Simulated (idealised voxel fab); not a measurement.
The document below concerns the process module designated voxel capacitor over wiring.
The figure presents cross-section cut, which has a width of 175 nm and is divided into square cells with an edge length of 5 nm.
Cross-section = grid of square cells, listed top down in bands; band = one or more rows. This entry defines a band. It first specifies the height of the band's top and the height of its bottom in nm, and then specifies the band's materials from left to right, stating each material with its width in nm. The word "all across" identifies a single material that fills the band from edge to edge, while the word "empty" identifies empty space. A quick word on heights: they are counted from 0, and under that level the wafer as it came to us is one material throughout. The lowest band is different from the rest in having no bottom; it simply continues downward, written as in "0 down". It should be noted that a width expressed as "30 to 40" varies in equal increments from row to row of cells within the band, taking the value of the first number at the top row and that of the second number at the bottom row. Step marked "nothing got changed"? Then no cell in the cross-section changed in it. "Sealed cavities": sealed empty spaces, 8 cells or more, no open way to top, listed width x height at distance, with distance from the left edge and width, height and distance in nm. On each step's line, the part that comes after the settings is the simulator's own comment on the step. "overlay nm", when on a step's line for a step with a mask, measures how far to the right of its planned place the mask lay; a negative measure means to the left.
Intended process steps:
1: RECEIVE (material Si)
2: CONFORMAL_DEP (material SiO2; thk nm 15)
3: DIRECTIONAL_DEP (material TiN; thk nm 5)
4: DIRECTIONAL_DEP (material Ru; thk nm 20)
5: DIRECTIONAL_DEP (material aC; thk nm 15)
6: PATTERN (tone cover; mask id METAL_1; material resist; width nm 30; pitch nm 80; thk nm 35; overlay nm 0)
7: DIRECTIONAL_ETCH (etch materials aC; depth nm 15)
8: STRIP (etch materials resist)
9: DIRECTIONAL_ETCH (etch materials Ru; depth nm 20)
10: DIRECTIONAL_ETCH (etch materials TiN; depth nm 5)
11: STRIP (etch materials aC)
12: FILL_DEP (material lowk; thk nm 5)
13: CMP (height nm 40)
14: CONFORMAL_DEP (material SiCN; thk nm 5)
15: DIRECTIONAL_DEP (material lowk; thk nm 20)
16: DIRECTIONAL_DEP (material aC; thk nm 10)
17: PATTERN (tone open; mask id PLUG_1; material resist; width nm 15; thk nm 25; overlay nm 0)
18: DIRECTIONAL_ETCH (etch materials aC; depth nm 10)
19: STRIP (etch materials resist)
20: DIRECTIONAL_ETCH (etch materials lowk; depth nm 20)
21: DIRECTIONAL_ETCH (etch materials SiCN; depth nm 5)
22: STRIP (etch materials aC)
23: CONFORMAL_DEP (material TiN; thk nm 5)
24: FILL_DEP (material Ru; thk nm 5)
25: CMP (height nm 65)
26: DIRECTIONAL_DEP (material TiN; thk nm 10)
27: DIRECTIONAL_DEP (material SiN; thk nm 5)
28: DIRECTIONAL_DEP (material TiN; thk nm 10)
29: DIRECTIONAL_DEP (material aC; thk nm 15)
30: PATTERN (tone cover; mask id UPPER_PLATE; material resist; width nm 55; thk nm 30; overlay nm 0)
31: DIRECTIONAL_ETCH (etch materials aC; depth nm 15)
32: STRIP (etch materials resist)
33: DIRECTIONAL_ETCH (etch materials TiN; depth nm 10)
34: DIRECTIONAL_ETCH (etch materials SiN; depth nm 5)
35: STRIP (etch materials aC)
36: DIRECTIONAL_DEP (material aC; thk nm 10)
37: PATTERN (tone cover; mask id LOWER_PLATE; material resist; width nm 65; thk nm 30; overlay nm 0)
38: DIRECTIONAL_ETCH (etch materials aC; depth nm 10)
39: STRIP (etch materials resist)
40: DIRECTIONAL_ETCH (etch materials TiN; depth nm 10)
41: STRIP (etch materials aC)
42: FILL_DEP (material SiO2; thk nm 20)
43: CMP (height nm 105)
44: MASKED_ETCH (tone open; mask id PLUG_2; width nm 15; etch materials SiO2; depth nm 15; overlay nm 0)
45: CONFORMAL_DEP (material TiN; thk nm 5)
46: FILL_DEP (material Ru; thk nm 5)
47: CMP (height nm 105)
48: CONFORMAL_DEP (material SiCN; thk nm 5)
The following pertains to the first of two wafers, which was processed as planned:
Wafer at receipt (post step 1), cross-section:
    0 down | Si all across
    Sealed cavities: none
Take a look at the wafer's cross-section after step 2:
    15 to 0 | SiO2 all across
    For the remainder of the cross-section, below 0, there is no change.
Take a look at the wafer's cross-section after step 3:
    20 to 15 | TiN all across
    For the remainder of the cross-section, below 15, there is no change.
Take a look at the wafer's cross-section after step 4:
    40 to 20 | Ru all across
    For the remainder of the cross-section, below 20, there is no change.
Take a look at the wafer's cross-section after step 5:
    55 to 40 | aC all across
    For the remainder of the cross-section, below 40, there is no change.
Take a look at the wafer's cross-section after step 6:
    90 to 55 | empty 30 nm, then resist 30 nm, then empty 50 nm, then resist 30 nm, then empty 35 nm
    For the remainder of the cross-section, below 55, there is no change.
Take a look at the wafer's cross-section after step 7:
    75 to 55 | empty 30 nm, then resist 30 nm, then empty 50 nm, then resist 30 nm, then empty 35 nm
    55 to 40 | empty 30 nm, then aC 30 nm, then empty 50 nm, then aC 30 nm, then empty 35 nm
    For the remainder of the cross-section, below 40, there is no change.
Take a look at the wafer's cross-section after step 8:
    55 to 40 | empty 30 nm, then aC 30 nm, then empty 50 nm, then aC 30 nm, then empty 35 nm
    For the remainder of the cross-section, below 40, there is no change.
Take a look at the wafer's cross-section after step 9:
    55 to 40 | empty 30 nm, then aC 30 nm, then empty 50 nm, then aC 30 nm, then empty 35 nm
    40 to 20 | empty 30 nm, then Ru 30 nm, then empty 50 nm, then Ru 30 nm, then empty 35 nm
    For the remainder of the cross-section, below 20, there is no change.
Take a look at the wafer's cross-section after step 10:
    55 to 40 | empty 30 nm, then aC 30 nm, then empty 50 nm, then aC 30 nm, then empty 35 nm
    40 to 20 | empty 30 nm, then Ru 30 nm, then empty 50 nm, then Ru 30 nm, then empty 35 nm
    20 to 15 | empty 30 nm, then TiN 30 nm, then empty 50 nm, then TiN 30 nm, then empty 35 nm
    For the remainder of the cross-section, below 15, there is no change.
Take a look at the wafer's cross-section after step 11:
    40 to 20 | empty 30 nm, then Ru 30 nm, then empty 50 nm, then Ru 30 nm, then empty 35 nm
    For the remainder of the cross-section, below 20, there is no change.
Take a look at the wafer's cross-section after step 12:
    45 to 40 | lowk all across
    40 to 20 | lowk 30 nm, then Ru 30 nm, then lowk 50 nm, then Ru 30 nm, then lowk 35 nm
    20 to 15 | lowk 30 nm, then TiN 30 nm, then lowk 50 nm, then TiN 30 nm, then lowk 35 nm
    For the remainder of the cross-section, below 15, there is no change.
Take a look at the wafer's cross-section after step 13:
    40 to 20 | lowk 30 nm, then Ru 30 nm, then lowk 50 nm, then Ru 30 nm, then lowk 35 nm
    For the remainder of the cross-section, below 20, there is no change.
Take a look at the wafer's cross-section after step 14:
    45 to 40 | SiCN all across
    For the remainder of the cross-section, below 40, there is no change.
Take a look at the wafer's cross-section after step 15:
    65 to 45 | lowk all across
    For the remainder of the cross-section, below 45, there is no change.
Take a look at the wafer's cross-section after step 16:
    75 to 65 | aC all across
    For the remainder of the cross-section, below 65, there is no change.
Take a look at the wafer's cross-section after step 17:
    100 to 75 | resist 45 nm, then empty 15 nm, then resist 115 nm
    For the remainder of the cross-section, below 75, there is no change.
Take a look at the wafer's cross-section after step 18:
    90 to 75 | resist 45 nm, then empty 15 nm, then resist 115 nm
    75 to 65 | aC 45 nm, then empty 15 nm, then aC 115 nm
    For the remainder of the cross-section, below 65, there is no change.
Take a look at the wafer's cross-section after step 19:
    75 to 65 | aC 45 nm, then empty 15 nm, then aC 115 nm
    For the remainder of the cross-section, below 65, there is no change.
Take a look at the wafer's cross-section after step 20:
    75 to 65 | aC 45 nm, then empty 15 nm, then aC 115 nm
    65 to 45 | lowk 45 nm, then empty 15 nm, then lowk 115 nm
    For the remainder of the cross-section, below 45, there is no change.
Take a look at the wafer's cross-section after step 21:
    75 to 65 | aC 45 nm, then empty 15 nm, then aC 115 nm
    65 to 45 | lowk 45 nm, then empty 15 nm, then lowk 115 nm
    45 to 40 | SiCN 45 nm, then empty 15 nm, then SiCN 115 nm
    For the remainder of the cross-section, below 40, there is no change.
Take a look at the wafer's cross-section after step 22:
    65 to 45 | lowk 45 nm, then empty 15 nm, then lowk 115 nm
    For the remainder of the cross-section, below 45, there is no change.
Take a look at the wafer's cross-section after step 23:
    70 to 65 | TiN 50 nm, then empty 5 nm, then TiN 120 nm
    65 to 45 | lowk 45 nm, then TiN 5 nm, then empty 5 nm, then TiN 5 nm, then lowk 115 nm
    45 to 40 | SiCN 45 nm, then TiN 15 nm, then SiCN 115 nm
    For the remainder of the cross-section, below 40, there is no change.
Take a look at the wafer's cross-section after step 24:
    75 to 70 | Ru all across
    70 to 65 | TiN 50 nm, then Ru 5 nm, then TiN 120 nm
    65 to 45 | lowk 45 nm, then TiN 5 nm, then Ru 5 nm, then TiN 5 nm, then lowk 115 nm
    For the remainder of the cross-section, below 45, there is no change.
Take a look at the wafer's cross-section after step 25:
    65 to 45 | lowk 45 nm, then TiN 5 nm, then Ru 5 nm, then TiN 5 nm, then lowk 115 nm
    For the remainder of the cross-section, below 45, there is no change.
Take a look at the wafer's cross-section after step 26:
    75 to 65 | TiN all across
    For the remainder of the cross-section, below 65, there is no change.
Take a look at the wafer's cross-section after step 27:
    80 to 75 | SiN all across
    For the remainder of the cross-section, below 75, there is no change.
Take a look at the wafer's cross-section after step 28:
    90 to 80 | TiN all across
    For the remainder of the cross-section, below 80, there is no change.
Take a look at the wafer's cross-section after step 29:
    105 to 90 | aC all across
    For the remainder of the cross-section, below 90, there is no change.
Take a look at the wafer's cross-section after step 30:
    135 to 105 | empty 45 nm, then resist 55 nm, then empty 75 nm
    For the remainder of the cross-section, below 105, there is no change.
Take a look at the wafer's cross-section after step 31:
    120 to 105 | empty 45 nm, then resist 55 nm, then empty 75 nm
    105 to 90 | empty 45 nm, then aC 55 nm, then empty 75 nm
    For the remainder of the cross-section, below 90, there is no change.
Take a look at the wafer's cross-section after step 32:
    105 to 90 | empty 45 nm, then aC 55 nm, then empty 75 nm
    For the remainder of the cross-section, below 90, there is no change.
Take a look at the wafer's cross-section after step 33:
    105 to 90 | empty 45 nm, then aC 55 nm, then empty 75 nm
    90 to 80 | empty 45 nm, then TiN 55 nm, then empty 75 nm
    For the remainder of the cross-section, below 80, there is no change.
Take a look at the wafer's cross-section after step 34:
    105 to 90 | empty 45 nm, then aC 55 nm, then empty 75 nm
    90 to 80 | empty 45 nm, then TiN 55 nm, then empty 75 nm
    80 to 75 | empty 45 nm, then SiN 55 nm, then empty 75 nm
    For the remainder of the cross-section, below 75, there is no change.
Take a look at the wafer's cross-section after step 35:
    90 to 80 | empty 45 nm, then TiN 55 nm, then empty 75 nm
    For the remainder of the cross-section, below 80, there is no change.
Take a look at the wafer's cross-section after step 36:
    100 to 90 | empty 45 nm, then aC 55 nm, then empty 75 nm
    90 to 85 | empty 45 nm, then TiN 55 nm, then empty 75 nm
    85 to 80 | aC 45 nm, then TiN 55 nm, then aC 75 nm
    80 to 75 | aC 45 nm, then SiN 55 nm, then aC 75 nm
    For the remainder of the cross-section, below 75, there is no change.
Take a look at the wafer's cross-section after step 37:
    130 to 100 | empty 40 nm, then resist 65 nm, then empty 70 nm
    100 to 90 | empty 40 nm, then resist 5 nm, then aC 55 nm, then resist 5 nm, then empty 70 nm
    90 to 85 | empty 40 nm, then resist 5 nm, then TiN 55 nm, then resist 5 nm, then empty 70 nm
    For the remainder of the cross-section, below 85, there is no change.
Take a look at the wafer's cross-section after step 38:
    120 to 100 | empty 40 nm, then resist 65 nm, then empty 70 nm
    100 to 90 | empty 40 nm, then resist 5 nm, then aC 55 nm, then resist 5 nm, then empty 70 nm
    90 to 85 | empty 40 nm, then resist 5 nm, then TiN 55 nm, then resist 5 nm, then empty 70 nm
    85 to 80 | empty 40 nm, then aC 5 nm, then TiN 55 nm, then aC 5 nm, then empty 70 nm
    80 to 75 | empty 40 nm, then aC 5 nm, then SiN 55 nm, then aC 5 nm, then empty 70 nm
    For the remainder of the cross-section, below 75, there is no change.
Take a look at the wafer's cross-section after step 39:
    100 to 90 | empty 45 nm, then aC 55 nm, then empty 75 nm
    90 to 85 | empty 45 nm, then TiN 55 nm, then empty 75 nm
    For the remainder of the cross-section, below 85, there is no change.
Take a look at the wafer's cross-section after step 40:
    100 to 90 | empty 45 nm, then aC 55 nm, then empty 75 nm
    90 to 85 | empty 45 nm, then TiN 55 nm, then empty 75 nm
    85 to 80 | empty 40 nm, then aC 5 nm, then TiN 55 nm, then aC 5 nm, then empty 70 nm
    80 to 75 | empty 40 nm, then aC 5 nm, then SiN 55 nm, then aC 5 nm, then empty 70 nm
    75 to 65 | empty 40 nm, then TiN 65 nm, then empty 70 nm
    For the remainder of the cross-section, below 65, there is no change.
Take a look at the wafer's cross-section after step 41:
    90 to 80 | empty 45 nm, then TiN 55 nm, then empty 75 nm
    80 to 75 | empty 45 nm, then SiN 55 nm, then empty 75 nm
    For the remainder of the cross-section, below 75, there is no change.
Take a look at the wafer's cross-section after step 42:
    110 to 90 | SiO2 all across
    90 to 80 | SiO2 45 nm, then TiN 55 nm, then SiO2 75 nm
    80 to 75 | SiO2 45 nm, then SiN 55 nm, then SiO2 75 nm
    75 to 65 | SiO2 40 nm, then TiN 65 nm, then SiO2 70 nm
    For the remainder of the cross-section, below 65, there is no change.
Take a look at the wafer's cross-section after step 43:
    105 to 90 | SiO2 all across
    For the remainder of the cross-section, below 90, there is no change.
Take a look at the wafer's cross-section after step 44:
    105 to 90 | SiO2 55 nm, then empty 15 nm, then SiO2 105 nm
    For the remainder of the cross-section, below 90, there is no change.
Take a look at the wafer's cross-section after step 45:
    110 to 105 | TiN 60 nm, then empty 5 nm, then TiN 110 nm
    105 to 95 | SiO2 55 nm, then TiN 5 nm, then empty 5 nm, then TiN 5 nm, then SiO2 105 nm
    95 to 90 | SiO2 55 nm, then TiN 15 nm, then SiO2 105 nm
    For the remainder of the cross-section, below 90, there is no change.
Take a look at the wafer's cross-section after step 46:
    115 to 110 | Ru all across
    110 to 105 | TiN 60 nm, then Ru 5 nm, then TiN 110 nm
    105 to 95 | SiO2 55 nm, then TiN 5 nm, then Ru 5 nm, then TiN 5 nm, then SiO2 105 nm
    For the remainder of the cross-section, below 95, there is no change.
Take a look at the wafer's cross-section after step 47:
    105 to 95 | SiO2 55 nm, then TiN 5 nm, then Ru 5 nm, then TiN 5 nm, then SiO2 105 nm
    For the remainder of the cross-section, below 95, there is no change.
Take a look at the wafer's cross-section after step 48:
    110 to 105 | SiCN all across
    For the remainder of the cross-section, below 105, there is no change.
Second wafer: same start and same plan as the first, one execution error; identical to the first through step 29:
The second wafer cut through, at the time step 30 was supposed to be finished:
    135 to 105 | empty 50 nm, then resist 45 nm, then empty 80 nm
    For the remainder of the cross-section, below 105, there is no change.
The second wafer cut through, at the time step 31 was supposed to be finished:
    120 to 105 | empty 50 nm, then resist 45 nm, then empty 80 nm
    105 to 90 | empty 50 nm, then aC 45 nm, then empty 80 nm
    For the remainder of the cross-section, below 90, there is no change.
The second wafer cut through, at the time step 32 was supposed to be finished:
    105 to 90 | empty 50 nm, then aC 45 nm, then empty 80 nm
    For the remainder of the cross-section, below 90, there is no change.
The second wafer cut through, at the time step 33 was supposed to be finished:
    105 to 90 | empty 50 nm, then aC 45 nm, then empty 80 nm
    90 to 80 | empty 50 nm, then TiN 45 nm, then empty 80 nm
    For the remainder of the cross-section, below 80, there is no change.
The second wafer cut through, at the time step 34 was supposed to be finished:
    105 to 90 | empty 50 nm, then aC 45 nm, then empty 80 nm
    90 to 80 | empty 50 nm, then TiN 45 nm, then empty 80 nm
    80 to 75 | empty 50 nm, then SiN 45 nm, then empty 80 nm
    For the remainder of the cross-section, below 75, there is no change.
The second wafer cut through, at the time step 35 was supposed to be finished:
    90 to 80 | empty 50 nm, then TiN 45 nm, then empty 80 nm
    For the remainder of the cross-section, below 80, there is no change.
The second wafer cut through, at the time step 36 was supposed to be finished:
    100 to 90 | empty 50 nm, then aC 45 nm, then empty 80 nm
    90 to 85 | empty 50 nm, then TiN 45 nm, then empty 80 nm
    85 to 80 | aC 50 nm, then TiN 45 nm, then aC 80 nm
    80 to 75 | aC 50 nm, then SiN 45 nm, then aC 80 nm
    For the remainder of the cross-section, below 75, there is no change.
The second wafer cut through, at the time step 37 was supposed to be finished:
    130 to 100 | empty 40 nm, then resist 65 nm, then empty 70 nm
    100 to 90 | empty 40 nm, then resist 10 nm, then aC 45 nm, then resist 10 nm, then empty 70 nm
    90 to 85 | empty 40 nm, then resist 10 nm, then TiN 45 nm, then resist 10 nm, then empty 70 nm
    For the remainder of the cross-section, below 85, there is no change.
The second wafer cut through, at the time step 38 was supposed to be finished:
    120 to 100 | empty 40 nm, then resist 65 nm, then empty 70 nm
    100 to 90 | empty 40 nm, then resist 10 nm, then aC 45 nm, then resist 10 nm, then empty 70 nm
    90 to 85 | empty 40 nm, then resist 10 nm, then TiN 45 nm, then resist 10 nm, then empty 70 nm
    85 to 80 | empty 40 nm, then aC 10 nm, then TiN 45 nm, then aC 10 nm, then empty 70 nm
    80 to 75 | empty 40 nm, then aC 10 nm, then SiN 45 nm, then aC 10 nm, then empty 70 nm
    For the remainder of the cross-section, below 75, there is no change.
The second wafer cut through, at the time step 39 was supposed to be finished:
    100 to 90 | empty 50 nm, then aC 45 nm, then empty 80 nm
    90 to 85 | empty 50 nm, then TiN 45 nm, then empty 80 nm
    For the remainder of the cross-section, below 85, there is no change.
The second wafer cut through, at the time step 40 was supposed to be finished:
    100 to 90 | empty 50 nm, then aC 45 nm, then empty 80 nm
    90 to 85 | empty 50 nm, then TiN 45 nm, then empty 80 nm
    85 to 80 | empty 40 nm, then aC 10 nm, then TiN 45 nm, then aC 10 nm, then empty 70 nm
    80 to 75 | empty 40 nm, then aC 10 nm, then SiN 45 nm, then aC 10 nm, then empty 70 nm
    75 to 65 | empty 40 nm, then TiN 65 nm, then empty 70 nm
    For the remainder of the cross-section, below 65, there is no change.
The second wafer cut through, at the time step 41 was supposed to be finished:
    90 to 80 | empty 50 nm, then TiN 45 nm, then empty 80 nm
    80 to 75 | empty 50 nm, then SiN 45 nm, then empty 80 nm
    For the remainder of the cross-section, below 75, there is no change.
The second wafer cut through, at the time step 42 was supposed to be finished:
    110 to 90 | SiO2 all across
    90 to 80 | SiO2 50 nm, then TiN 45 nm, then SiO2 80 nm
    80 to 75 | SiO2 50 nm, then SiN 45 nm, then SiO2 80 nm
    75 to 65 | SiO2 40 nm, then TiN 65 nm, then SiO2 70 nm
    For the remainder of the cross-section, below 65, there is no change.
The second wafer cut through, at the time step 43 was supposed to be finished:
    105 to 90 | SiO2 all across
    For the remainder of the cross-section, below 90, there is no change.
The second wafer cut through, at the time step 44 was supposed to be finished:
    105 to 90 | SiO2 55 nm, then empty 15 nm, then SiO2 105 nm
    For the remainder of the cross-section, below 90, there is no change.
The second wafer cut through, at the time step 45 was supposed to be finished:
    110 to 105 | TiN 60 nm, then empty 5 nm, then TiN 110 nm
    105 to 95 | SiO2 55 nm, then TiN 5 nm, then empty 5 nm, then TiN 5 nm, then SiO2 105 nm
    95 to 90 | SiO2 55 nm, then TiN 15 nm, then SiO2 105 nm
    For the remainder of the cross-section, below 90, there is no change.
The second wafer cut through, at the time step 46 was supposed to be finished:
    115 to 110 | Ru all across
    110 to 105 | TiN 60 nm, then Ru 5 nm, then TiN 110 nm
    105 to 95 | SiO2 55 nm, then TiN 5 nm, then Ru 5 nm, then TiN 5 nm, then SiO2 105 nm
    For the remainder of the cross-section, below 95, there is no change.
The second wafer cut through, at the time step 47 was supposed to be finished:
    105 to 95 | SiO2 55 nm, then TiN 5 nm, then Ru 5 nm, then TiN 5 nm, then SiO2 105 nm
    For the remainder of the cross-section, below 95, there is no change.
The second wafer cut through, at the time step 48 was supposed to be finished:
    110 to 105 | SiCN all across
    For the remainder of the cross-section, below 105, there is no change.
The plan and the run diverged here: step 30 did not use the planned setting and instead ran as PATTERN (tone cover; mask id UPPER_PLATE; material resist; width nm 45; thk nm 30; overlay nm 0)
Looking at both finished wafers in cells, the second ends up ahead of or behind the first on some materials: SiN -2; SiO2 +6; TiN -4
